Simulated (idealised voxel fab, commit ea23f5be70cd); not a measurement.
Title: Process Module voxel wiring stack
The figure presents cross-section cut, which has a width of 225 nm and is divided into square cells with an edge length of 5 nm.
Just so we're on the same page, the cross-sections are grids of square cells, and they're listed out in bands top to bottom, each band one or more rows deep. A band entry consists of two parts. The first gives the height of the band's top and the height of its bottom, in nm. The rest lists the band's materials from left to right, each with its width in nm. A single material labelled with the word "all across" fills the band from edge to edge, and the word "empty" marks empty space. All heights in this document are referenced to 0, defined as the level beneath which the wafer, as received, consists entirely of one material. The lowest band is not bounded below; it extends indefinitely downward and is written in the form "0 down". The expression "30..40" gives the width at the extremes of the band, the first number at its top row of cells and the second at its bottom row, with the width changing by equal amounts from each row to the next in between. What does "nothing changed" mean for a step? It means no cell of the cross-section changed in that step. So "Unvented cavities" is basically the list of trapped voids: any empty space of 8 cells or more that can't reach the top through an opening. They're written width x height at distance, the distance being from the left edge, and it's all nm. What comes after the settings on a step's line is commentary from the simulator itself on that step. "overlay nm" on a masked step: distance the mask lay right of its planned place, negative for left.
This section lists the process steps that were planned:
1: op RECEIVE | material Si
2: op CONFORMAL_DEP | material SiO2 | thk nm 10
3: op CONFORMAL_DEP | material SiCN | thk nm 5
4: op DIRECTIONAL_DEP | material SiO2 | thk nm 25
5: op MASKED_ETCH | tone open | mask id METAL_1 | width nm 25 | pitch nm 45 | etch materials SiO2 | depth nm 25 | overlay nm 0
6: op MASKED_ETCH | tone open | mask id METAL_1 | width nm 25 | pitch nm 45 | etch materials SiCN | depth nm 5 | overlay nm 0
7: op CONFORMAL_DEP | material TiN | thk nm 5
8: op FILL_DEP | material Ru | thk nm 5
9: op CMP | height nm 40
10: op CONFORMAL_DEP | material SiCN | thk nm 5
11: op DIRECTIONAL_DEP | material lowk | thk nm 30
12: op PATTERN | tone open | mask id METAL_2_HOLES | material resist | width nm 15 | thk nm 20 | overlay nm 0
13: op DIRECTIONAL_ETCH | etch materials lowk | depth nm 30
14: op STRIP | etch materials resist
15: op PATTERN | tone open | mask id METAL_2 | material resist | width nm 25 | pitch nm 45 | thk nm 15 | overlay nm 0
16: op DIRECTIONAL_ETCH | etch materials lowk | depth nm 15
17: op DIRECTIONAL_ETCH | etch materials SiCN | depth nm 5
18: op STRIP | etch materials resist
19: op CONFORMAL_DEP | material TiN | thk nm 5
20: op FILL_DEP | material Cu | thk nm 5
21: op CMP | height nm 75
22: op CONFORMAL_DEP | material SiCN | thk nm 5
23: op DIRECTIONAL_DEP | material SiO2 | thk nm 20
24: op PATTERN | tone open | mask id PLUG_2 | material resist | width nm 15 | pitch nm 45 | thk nm 20 | overlay nm 0
25: op DIRECTIONAL_ETCH | etch materials SiO2 | depth nm 20
26: op DIRECTIONAL_ETCH | etch materials SiCN | depth nm 5
27: op STRIP | etch materials resist
28: op EPI | material Ru | thk nm 10
29: op EPI | material Ru | thk nm 10
30: op EPI | material Ru | thk nm 5
31: op DIRECTIONAL_DEP | material TiN | thk nm 5
32: op DIRECTIONAL_DEP | material Ru | thk nm 20
33: op DIRECTIONAL_DEP | material aC | thk nm 15
34: op PATTERN | tone cover | mask id METAL_3 | material resist | width nm 25 | pitch nm 45 | thk nm 30 | overlay nm 0
35: op DIRECTIONAL_ETCH | etch materials aC | depth nm 15
36: op STRIP | etch materials resist
37: op DIRECTIONAL_ETCH | etch materials Ru | depth nm 20
38: op DIRECTIONAL_ETCH | etch materials TiN | depth nm 5
39: op STRIP | etch materials aC
40: op FILL_DEP | material SiO2 | thk nm 10
41: op CMP | height nm 125
42: op CONFORMAL_DEP | material SiCN | thk nm 5
Wafer, first of two, run as planned:
Step 1 complete: cross-section of the wafer as received:
* 0 down | Si all across
* Unvented cavities: none
Cross-sectional representation of the wafer at the conclusion of step 2:
* 10 to 0 | SiO2 all across
* No changes below 0.
Cross-sectional representation of the wafer at the conclusion of step 3:
* 15 to 10 | SiCN all across
* No changes below 10.
Cross-sectional representation of the wafer at the conclusion of step 4:
* 40 to 15 | SiO2 all across
* No changes below 15.
Cross-sectional representation of the wafer at the conclusion of step 5:
* 40 to 15 | 75 SiO2  25 empty  20 SiO2  25 empty  80 SiO2
* No changes below 15.
Cross-sectional representation of the wafer at the conclusion of step 6:
* 40 to 15 | 75 SiO2  25 empty  20 SiO2  25 empty  80 SiO2
* 15 to 10 | 75 SiCN  25 empty  20 SiCN  25 empty  80 SiCN
* No changes below 10.
Cross-sectional representation of the wafer at the conclusion of step 7:
* 45 to 40 | 80 TiN  15 empty  30 TiN  15 empty  85 TiN
* 40 to 15 | 75 SiO2  5 TiN  15 empty  5 TiN  20 SiO2  5 TiN  15 empty  5 TiN  80 SiO2
* 15 to 10 | 75 SiCN  25 TiN  20 SiCN  25 TiN  80 SiCN
* No changes below 10.
Cross-sectional representation of the wafer at the conclusion of step 8:
* 50 to 45 | Ru all across
* 45 to 40 | 80 TiN  15 Ru  30 TiN  15 Ru  85 TiN
* 40 to 15 | 75 SiO2  5 TiN  15 Ru  5 TiN  20 SiO2  5 TiN  15 Ru  5 TiN  80 SiO2
* No changes below 15.
Cross-sectional representation of the wafer at the conclusion of step 9:
* 40 to 15 | 75 SiO2  5 TiN  15 Ru  5 TiN  20 SiO2  5 TiN  15 Ru  5 TiN  80 SiO2
* No changes below 15.
Cross-sectional representation of the wafer at the conclusion of step 10:
* 45 to 40 | SiCN all across
* No changes below 40.
Cross-sectional representation of the wafer at the conclusion of step 11:
* 75 to 45 | lowk all across
* No changes below 45.
Cross-sectional representation of the wafer at the conclusion of step 12:
* 95 to 75 | 75 resist  15 empty  135 resist
* No changes below 75.
Cross-sectional representation of the wafer at the conclusion of step 13:
* 95 to 75 | 75 resist  15 empty  135 resist
* 75 to 45 | 75 lowk  15 empty  135 lowk
* No changes below 45.
Cross-sectional representation of the wafer at the conclusion of step 14:
* 75 to 45 | 75 lowk  15 empty  135 lowk
* No changes below 45.
Cross-sectional representation of the wafer at the conclusion of step 15:
* 90 to 75 | 75 resist  25 empty  20 resist  25 empty  80 resist
* No changes below 75.
Cross-sectional representation of the wafer at the conclusion of step 16:
* 90 to 75 | 75 resist  25 empty  20 resist  25 empty  80 resist
* 75 to 60 | 75 lowk  25 empty  20 lowk  25 empty  80 lowk
* No changes below 60.
Cross-sectional representation of the wafer at the conclusion of step 17:
* 90 to 75 | 75 resist  25 empty  20 resist  25 empty  80 resist
* 75 to 60 | 75 lowk  25 empty  20 lowk  25 empty  80 lowk
* 60 to 45 | 75 lowk  15 empty  135 lowk
* 45 to 40 | 75 SiCN  15 empty  135 SiCN
* No changes below 40.
Cross-sectional representation of the wafer at the conclusion of step 18:
* 75 to 60 | 75 lowk  25 empty  20 lowk  25 empty  80 lowk
* No changes below 60.
Cross-sectional representation of the wafer at the conclusion of step 19:
* 80 to 75 | 80 TiN  15 empty  30 TiN  15 empty  85 TiN
* 75 to 65 | 75 lowk  5 TiN  15 empty  5 TiN  20 lowk  5 TiN  15 empty  5 TiN  80 lowk
* 65 to 60 | 75 lowk  5 TiN  5 empty  15 TiN  20 lowk  25 TiN  80 lowk
* 60 to 45 | 75 lowk  5 TiN  5 empty  5 TiN  135 lowk
* 45 to 40 | 75 SiCN  15 TiN  135 SiCN
* No changes below 40.
Cross-sectional representation of the wafer at the conclusion of step 20:
* 85 to 80 | Cu all across
* 80 to 75 | 80 TiN  15 Cu  30 TiN  15 Cu  85 TiN
* 75 to 65 | 75 lowk  5 TiN  15 Cu  5 TiN  20 lowk  5 TiN  15 Cu  5 TiN  80 lowk
* 65 to 60 | 75 lowk  5 TiN  5 Cu  15 TiN  20 lowk  25 TiN  80 lowk
* 60 to 45 | 75 lowk  5 TiN  5 Cu  5 TiN  135 lowk
* No changes below 45.
Cross-sectional representation of the wafer at the conclusion of step 21:
* 75 to 65 | 75 lowk  5 TiN  15 Cu  5 TiN  20 lowk  5 TiN  15 Cu  5 TiN  80 lowk
* No changes below 65.
Cross-sectional representation of the wafer at the conclusion of step 22:
* 80 to 75 | SiCN all across
* No changes below 75.
Cross-sectional representation of the wafer at the conclusion of step 23:
* 100 to 80 | SiO2 all across
* No changes below 80.
Cross-sectional representation of the wafer at the conclusion of step 24:
* 120 to 100 | 75 resist  15 empty  30 resist  15 empty  90 resist
* No changes below 100.
Cross-sectional representation of the wafer at the conclusion of step 25:
* 120 to 100 | 75 resist  15 empty  30 resist  15 empty  90 resist
* 100 to 80 | 75 SiO2  15 empty  30 SiO2  15 empty  90 SiO2
* No changes below 80.
Cross-sectional representation of the wafer at the conclusion of step 26:
* 120 to 100 | 75 resist  15 empty  30 resist  15 empty  90 resist
* 100 to 80 | 75 SiO2  15 empty  30 SiO2  15 empty  90 SiO2
* 80 to 75 | 75 SiCN  15 empty  30 SiCN  15 empty  90 SiCN
* No changes below 75.
Cross-sectional representation of the wafer at the conclusion of step 27:
* 100 to 80 | 75 SiO2  15 empty  30 SiO2  15 empty  90 SiO2
* No changes below 80.
Cross-sectional representation of the wafer at the conclusion of step 28:
* 100 to 85 | 75 SiO2  15 empty  30 SiO2  15 empty  90 SiO2
* 85 to 80 | 75 SiO2  15 Ru  30 SiO2  15 Ru  90 SiO2
* 80 to 75 | 75 SiCN  15 Ru  30 SiCN  15 Ru  90 SiCN
* No changes below 75.
Cross-sectional representation of the wafer at the conclusion of step 29:
* 100 to 95 | 75 SiO2  15 empty  30 SiO2  15 empty  90 SiO2
* 95 to 80 | 75 SiO2  15 Ru  30 SiO2  15 Ru  90 SiO2
* No changes below 80.
Cross-sectional representation of the wafer at the conclusion of step 30:
* 100 to 80 | 75 SiO2  15 Ru  30 SiO2  15 Ru  90 SiO2
* No changes below 80.
Cross-sectional representation of the wafer at the conclusion of step 31:
* 105 to 100 | TiN all across
* No changes below 100.
Cross-sectional representation of the wafer at the conclusion of step 32:
* 125 to 105 | Ru all across
* No changes below 105.
Cross-sectional representation of the wafer at the conclusion of step 33:
* 140 to 125 | aC all across
* No changes below 125.
Cross-sectional representation of the wafer at the conclusion of step 34:
* 170 to 140 | 75 empty  25 resist  20 empty  25 resist  80 empty
* No changes below 140.
Cross-sectional representation of the wafer at the conclusion of step 35:
* 155 to 140 | 75 empty  25 resist  20 empty  25 resist  80 empty
* 140 to 125 | 75 empty  25 aC  20 empty  25 aC  80 empty
* No changes below 125.
Cross-sectional representation of the wafer at the conclusion of step 36:
* 140 to 125 | 75 empty  25 aC  20 empty  25 aC  80 empty
* No changes below 125.
Cross-sectional representation of the wafer at the conclusion of step 37:
* 140 to 125 | 75 empty  25 aC  20 empty  25 aC  80 empty
* 125 to 105 | 75 empty  25 Ru  20 empty  25 Ru  80 empty
* No changes below 105.
Cross-sectional representation of the wafer at the conclusion of step 38:
* 140 to 125 | 75 empty  25 aC  20 empty  25 aC  80 empty
* 125 to 105 | 75 empty  25 Ru  20 empty  25 Ru  80 empty
* 105 to 100 | 75 empty  25 TiN  20 empty  25 TiN  80 empty
* No changes below 100.
Cross-sectional representation of the wafer at the conclusion of step 39:
* 125 to 105 | 75 empty  25 Ru  20 empty  25 Ru  80 empty
* No changes below 105.
Cross-sectional representation of the wafer at the conclusion of step 40:
* 135 to 125 | SiO2 all across
* 125 to 105 | 75 SiO2  25 Ru  20 SiO2  25 Ru  80 SiO2
* 105 to 100 | 75 SiO2  25 TiN  20 SiO2  25 TiN  80 SiO2
* No changes below 100.
Cross-sectional representation of the wafer at the conclusion of step 41:
* 125 to 105 | 75 SiO2  25 Ru  20 SiO2  25 Ru  80 SiO2
* No changes below 105.
Cross-sectional representation of the wafer at the conclusion of step 42:
* 130 to 125 | SiCN all across
* No changes below 125.
Wafer two. Identical start, identical plan. One mistake in execution. Identical history through step 14:
When step 15 should have ended:
* 90 to 75 | 75 resist  30 empty  15 resist  30 empty  75 resist
* No changes below 75.
When step 16 should have ended:
* 90 to 75 | 75 resist  30 empty  15 resist  30 empty  75 resist
* 75 to 60 | 75 lowk  30 empty  15 lowk  30 empty  75 lowk
* No changes below 60.
When step 17 should have ended:
* 90 to 75 | 75 resist  30 empty  15 resist  30 empty  75 resist
* 75 to 60 | 75 lowk  30 empty  15 lowk  30 empty  75 lowk
* 60 to 45 | 75 lowk  15 empty  135 lowk
* 45 to 40 | 75 SiCN  15 empty  135 SiCN
* No changes below 40.
When step 18 should have ended:
* 75 to 60 | 75 lowk  30 empty  15 lowk  30 empty  75 lowk
* No changes below 60.
When step 19 should have ended:
* 80 to 75 | 80 TiN  20 empty  25 TiN  20 empty  80 TiN
* 75 to 65 | 75 lowk  5 TiN  20 empty  5 TiN  15 lowk  5 TiN  20 empty  5 TiN  75 lowk
* 65 to 60 | 75 lowk  5 TiN  5 empty  20 TiN  15 lowk  30 TiN  75 lowk
* 60 to 45 | 75 lowk  5 TiN  5 empty  5 TiN  135 lowk
* 45 to 40 | 75 SiCN  15 TiN  135 SiCN
* No changes below 40.
When step 20 should have ended:
* 85 to 80 | Cu all across
* 80 to 75 | 80 TiN  20 Cu  25 TiN  20 Cu  80 TiN
* 75 to 65 | 75 lowk  5 TiN  20 Cu  5 TiN  15 lowk  5 TiN  20 Cu  5 TiN  75 lowk
* 65 to 60 | 75 lowk  5 TiN  5 Cu  20 TiN  15 lowk  30 TiN  75 lowk
* 60 to 45 | 75 lowk  5 TiN  5 Cu  5 TiN  135 lowk
* No changes below 45.
When step 21 should have ended:
* 75 to 65 | 75 lowk  5 TiN  20 Cu  5 TiN  15 lowk  5 TiN  20 Cu  5 TiN  75 lowk
* No changes below 65.
When step 22 should have ended:
* 80 to 75 | SiCN all across
* No changes below 75.
When step 23 should have ended:
* 100 to 80 | SiO2 all across
* No changes below 80.
When step 24 should have ended:
* 120 to 100 | 75 resist  15 empty  30 resist  15 empty  90 resist
* No changes below 100.
When step 25 should have ended:
* 120 to 100 | 75 resist  15 empty  30 resist  15 empty  90 resist
* 100 to 80 | 75 SiO2  15 empty  30 SiO2  15 empty  90 SiO2
* No changes below 80.
When step 26 should have ended:
* 120 to 100 | 75 resist  15 empty  30 resist  15 empty  90 resist
* 100 to 80 | 75 SiO2  15 empty  30 SiO2  15 empty  90 SiO2
* 80 to 75 | 75 SiCN  15 empty  30 SiCN  15 empty  90 SiCN
* No changes below 75.
When step 27 should have ended:
* 100 to 80 | 75 SiO2  15 empty  30 SiO2  15 empty  90 SiO2
* No changes below 80.
When step 28 should have ended:
* 100 to 85 | 75 SiO2  15 empty  30 SiO2  15 empty  90 SiO2
* 85 to 80 | 75 SiO2  15 Ru  30 SiO2  15 Ru  90 SiO2
* 80 to 75 | 75 SiCN  15 Ru  30 SiCN  15 Ru  90 SiCN
* No changes below 75.
When step 29 should have ended:
* 100 to 95 | 75 SiO2  15 empty  30 SiO2  15 empty  90 SiO2
* 95 to 80 | 75 SiO2  15 Ru  30 SiO2  15 Ru  90 SiO2
* No changes below 80.
When step 30 should have ended:
* 100 to 80 | 75 SiO2  15 Ru  30 SiO2  15 Ru  90 SiO2
* No changes below 80.
When step 31 should have ended:
* 105 to 100 | TiN all across
* No changes below 100.
When step 32 should have ended:
* 125 to 105 | Ru all across
* No changes below 105.
When step 33 should have ended:
* 140 to 125 | aC all across
* No changes below 125.
When step 34 should have ended:
* 170 to 140 | 75 empty  25 resist  20 empty  25 resist  80 empty
* No changes below 140.
When step 35 should have ended:
* 155 to 140 | 75 empty  25 resist  20 empty  25 resist  80 empty
* 140 to 125 | 75 empty  25 aC  20 empty  25 aC  80 empty
* No changes below 125.
When step 36 should have ended:
* 140 to 125 | 75 empty  25 aC  20 empty  25 aC  80 empty
* No changes below 125.
When step 37 should have ended:
* 140 to 125 | 75 empty  25 aC  20 empty  25 aC  80 empty
* 125 to 105 | 75 empty  25 Ru  20 empty  25 Ru  80 empty
* No changes below 105.
When step 38 should have ended:
* 140 to 125 | 75 empty  25 aC  20 empty  25 aC  80 empty
* 125 to 105 | 75 empty  25 Ru  20 empty  25 Ru  80 empty
* 105 to 100 | 75 empty  25 TiN  20 empty  25 TiN  80 empty
* No changes below 100.
When step 39 should have ended:
* 125 to 105 | 75 empty  25 Ru  20 empty  25 Ru  80 empty
* No changes below 105.
When step 40 should have ended:
* 135 to 125 | SiO2 all across
* 125 to 105 | 75 SiO2  25 Ru  20 SiO2  25 Ru  80 SiO2
* 105 to 100 | 75 SiO2  25 TiN  20 SiO2  25 TiN  80 SiO2
* No changes below 100.
When step 41 should have ended:
* 125 to 105 | 75 SiO2  25 Ru  20 SiO2  25 Ru  80 SiO2
* No changes below 105.
When step 42 should have ended:
* 130 to 125 | SiCN all across
* No changes below 125.
Plan not followed: for step 15, the planned setting was not used; the step was instead run as op PATTERN | tone open | mask id METAL_2 | material resist | width nm 30 | pitch nm 45 | thk nm 15 | overlay nm 0
Once processing is complete, comparing cell counts shows that the second wafer has more or fewer of certain materials than the first: +4 Cu | +2 TiN | -6 lowk
